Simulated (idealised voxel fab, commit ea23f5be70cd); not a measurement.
A process module follows: voxel released beams.
Shown is cross-section cut, with a width of 220 nm and square cells of size 5 nm.
We lay out every cross-section as a grid of square cells and spell it out in bands from the top down, where one band means one or more rows of cells. For a band, the entry starts with two heights in nm, that of the top and then that of the bottom, and carries on with the band's materials in order from left to right, each alongside its width in nm; the word "everywhere" beside a single material means it fills the band edge to edge, and "blank" means empty space. For the purposes of this specification, 0 denotes the height below which the wafer in its as-received condition is composed wholly of one material, and the lowermost band, lacking a lower limit, extends downward without end, as expressed in "0..down". Per-row width for "30..40": begins at first number (top row of band), ends at second number (bottom row), increment between rows held constant. What does "remains unaltered" mean for a step? It means no cell of the cross-section changed in that step. Listed in "Internal closed voids": every empty space of 8 or more cells without an open way to the top. Form: width x height at distance, the distance being from the left edge, all in nm. after a step's settings: what the simulator itself notes on the step. Among the settings permitted on a step's line is "overlay nm"; applied to a step with a mask, it specifies the extent to which the mask lay to the right of its planned position, whereas a negative figure signifies a position to the left.
**The planned process steps are enumerated hereunder**
| 1 | RECEIVE, material Si |
| 2 | CONFORMAL_DEP, material Al2O3, thk nm 10 |
| 3 | DIRECTIONAL_DEP, material SiO2, thk nm 10 |
| 4 | PATTERN, tone open, mask id ANCHOR, material resist, width nm 35, thk nm 15, overlay nm 0 |
| 5 | DIRECTIONAL_ETCH, etch materials SiO2, depth nm 10 |
| 6 | STRIP, etch materials resist |
| 7 | CONFORMAL_DEP, material polySi, thk nm 15 |
| 8 | DIRECTIONAL_DEP, material aC, thk nm 15 |
| 9 | PATTERN, tone cover, mask id BEAM, material resist, width nm 85, thk nm 30, overlay nm 0 |
| 10 | DIRECTIONAL_ETCH, etch materials aC, depth nm 15 |
| 11 | STRIP, etch materials resist |
| 12 | DIRECTIONAL_ETCH, etch materials polySi, depth nm 15 |
| 13 | STRIP, etch materials aC |
| 14 | STRIP, etch materials SiO2 |
**Shown in cross-section is the wafer as received, that is, as it stands after step 1**
	0..down: Si everywhere
	Internal closed voids: none
**First of two wafers at the end of the module, shown in cross-section; run carried out as planned**
	35..25: blank (65), then polySi (20), then blank (5), then polySi (60), then blank (70)
	25..20: blank (65), then polySi (85), then blank (70)
	20..10: blank (70), then polySi (35), then blank (115)
	10..0: Al2O3 everywhere
	0..down: Si everywhere
	Internal closed voids: none
**Second wafer through the module, sectioned at the end: same beginning and same plan as the first wafer, with one mistake in carrying it out**
	35..25: blank (60), then polySi (25), then blank (5), then polySi (65), then blank (65)
	25..20: blank (60), then polySi (95), then blank (65)
	20..10: blank (70), then polySi (35), then blank (115)
	10..0: Al2O3 everywhere
	0..down: Si everywhere
	Internal closed voids: none
What was done differently from what was planned? contrary to plan, step 9 was performed as PATTERN, tone cover, mask id BEAM, material resist, width nm 95, thk nm 30, overlay nm 0
Cell-count delta at end, second wafer over first, by material: polySi +6
